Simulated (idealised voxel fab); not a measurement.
process module | voxel self aligned vias
cross-section cut | 205 nm wide | cells 5 nm
A cross-section is a grid of square cells, given in bands from the top down. A band is one or more rows of cells.
Each band's line starts with the height of the band's top and of its bottom, in nm. Then come its materials from left to right, each with its width in nm. One material with "throughout" fills the band from edge to edge. "air" is empty space.
Height 0 is the level under which the wafer as received is all one material. The lowest band goes on downwards, as in "0 down".
A width such as "30 to 40" changes by the same amount from each row of cells to the next, from the band's top row to its bottom row.
"no change" after a step means that no cell of the cross-section changed.
closed voids: empty space of 8 cells or more with no open way to the top, each as width x height at its distance from the left edge, in nm
after a step's settings: what the simulator itself notes on the step
overlay nm, on a step with a mask: how far to the right of its planned place the mask lay; to the left if negative
plan
1 op RECEIVE | material Si
2 op CONFORMAL_DEP | material SiO2 | thk nm 10
3 op CONFORMAL_DEP | material SiCN | thk nm 5
4 op DIRECTIONAL_DEP | material lowk | thk nm 30
5 op MASKED_ETCH | tone open | mask id LINES | width nm 20 | pitch nm 50 | etch materials lowk | depth nm 30 | overlay nm 0
6 op CONFORMAL_DEP | material TiN | thk nm 5
7 op FILL_DEP | material W | thk nm 10
8 op CMP | height nm 45
9 op SELECTIVE_ETCH | etch materials W Ru TiN | depth nm 5
10 op FILL_DEP | material SiN | thk nm 10
11 op CMP | height nm 45
12 op DIRECTIONAL_DEP | material lowk | thk nm 20
13 op MASKED_ETCH | tone open | mask id VIAS | width nm 30 | pitch nm 50 | etch materials lowk | depth nm 20 | overlay nm 0
14 op MASKED_ETCH | tone open | mask id VIAS | width nm 30 | pitch nm 50 | etch materials SiN | depth nm 5 | overlay nm 0
15 op CONFORMAL_DEP | material TiN | thk nm 5
16 op FILL_DEP | material Cu | thk nm 10
17 op CMP | height nm 65
18 op CONFORMAL_DEP | material SiN | thk nm 5
first wafer, as planned
as received, after step 1
  0 down: Si throughout
  closed voids: none
after step 2
  10 to 0: SiO2 throughout
  below 0: unchanged
after step 3
  15 to 10: SiCN throughout
  below 10: unchanged
after step 4
  45 to 15: lowk throughout
  below 15: unchanged
after step 5
  45 to 15: lowk 65 | air 20 | lowk 30 | air 20 | lowk 70
  below 15: unchanged
after step 6
  50 to 45: TiN 70 | air 10 | TiN 40 | air 10 | TiN 75
  45 to 20: lowk 65 | TiN 5 | air 10 | TiN 5 | lowk 30 | TiN 5 | air 10 | TiN 5 | lowk 70
  20 to 15: lowk 65 | TiN 20 | lowk 30 | TiN 20 | lowk 70
  below 15: unchanged
after step 7
  60 to 50: W throughout
  50 to 45: TiN 70 | W 10 | TiN 40 | W 10 | TiN 75
  45 to 20: lowk 65 | TiN 5 | W 10 | TiN 5 | lowk 30 | TiN 5 | W 10 | TiN 5 | lowk 70
  below 20: unchanged
after step 8
  45 to 20: lowk 65 | TiN 5 | W 10 | TiN 5 | lowk 30 | TiN 5 | W 10 | TiN 5 | lowk 70
  below 20: unchanged
after step 9
  45 to 40: lowk 65 | air 20 | lowk 30 | air 20 | lowk 70
  below 40: unchanged
after step 10
  55 to 45: SiN throughout
  45 to 40: lowk 65 | SiN 20 | lowk 30 | SiN 20 | lowk 70
  below 40: unchanged
after step 11
  45 to 40: lowk 65 | SiN 20 | lowk 30 | SiN 20 | lowk 70
  below 40: unchanged
after step 12
  65 to 45: lowk throughout
  below 45: unchanged
after step 13
  65 to 45: lowk 60 | air 30 | lowk 20 | air 30 | lowk 65
  below 45: unchanged
after step 14
  65 to 45: lowk 60 | air 30 | lowk 20 | air 30 | lowk 65
  45 to 40: lowk 65 | air 20 | lowk 30 | air 20 | lowk 70
  below 40: unchanged
after step 15
  70 to 65: TiN 65 | air 20 | TiN 30 | air 20 | TiN 70
  65 to 50: lowk 60 | TiN 5 | air 20 | TiN 5 | lowk 20 | TiN 5 | air 20 | TiN 5 | lowk 65
  50 to 45: lowk 60 | TiN 10 | air 10 | TiN 10 | lowk 20 | TiN 10 | air 10 | TiN 10 | lowk 65
  45 to 40: lowk 65 | TiN 20 | lowk 30 | TiN 20 | lowk 70
  below 40: unchanged
after step 16
  80 to 70: Cu throughout
  70 to 65: TiN 65 | Cu 20 | TiN 30 | Cu 20 | TiN 70
  65 to 50: lowk 60 | TiN 5 | Cu 20 | TiN 5 | lowk 20 | TiN 5 | Cu 20 | TiN 5 | lowk 65
  50 to 45: lowk 60 | TiN 10 | Cu 10 | TiN 10 | lowk 20 | TiN 10 | Cu 10 | TiN 10 | lowk 65
  below 45: unchanged
after step 17
  65 to 50: lowk 60 | TiN 5 | Cu 20 | TiN 5 | lowk 20 | TiN 5 | Cu 20 | TiN 5 | lowk 65
  below 50: unchanged
after step 18
  70 to 65: SiN throughout
  below 65: unchanged
second wafer: like start, like plan, one mistake. Through step 15 it matches the first wafer
when step 16 should have ended
  80 to 70: Ru throughout
  70 to 65: TiN 65 | Ru 20 | TiN 30 | Ru 20 | TiN 70
  65 to 50: lowk 60 | TiN 5 | Ru 20 | TiN 5 | lowk 20 | TiN 5 | Ru 20 | TiN 5 | lowk 65
  50 to 45: lowk 60 | TiN 10 | Ru 10 | TiN 10 | lowk 20 | TiN 10 | Ru 10 | TiN 10 | lowk 65
  below 45: unchanged
when step 17 should have ended
  65 to 50: lowk 60 | TiN 5 | Ru 20 | TiN 5 | lowk 20 | TiN 5 | Ru 20 | TiN 5 | lowk 65
  below 50: unchanged
when step 18 should have ended
  70 to 65: SiN throughout
  below 65: unchanged
what went wrong: step 16 ran as: op FILL_DEP | material Ru | thk nm 10
at the end the second wafer has, in cells: 28 fewer of Cu | 28 more of Ru
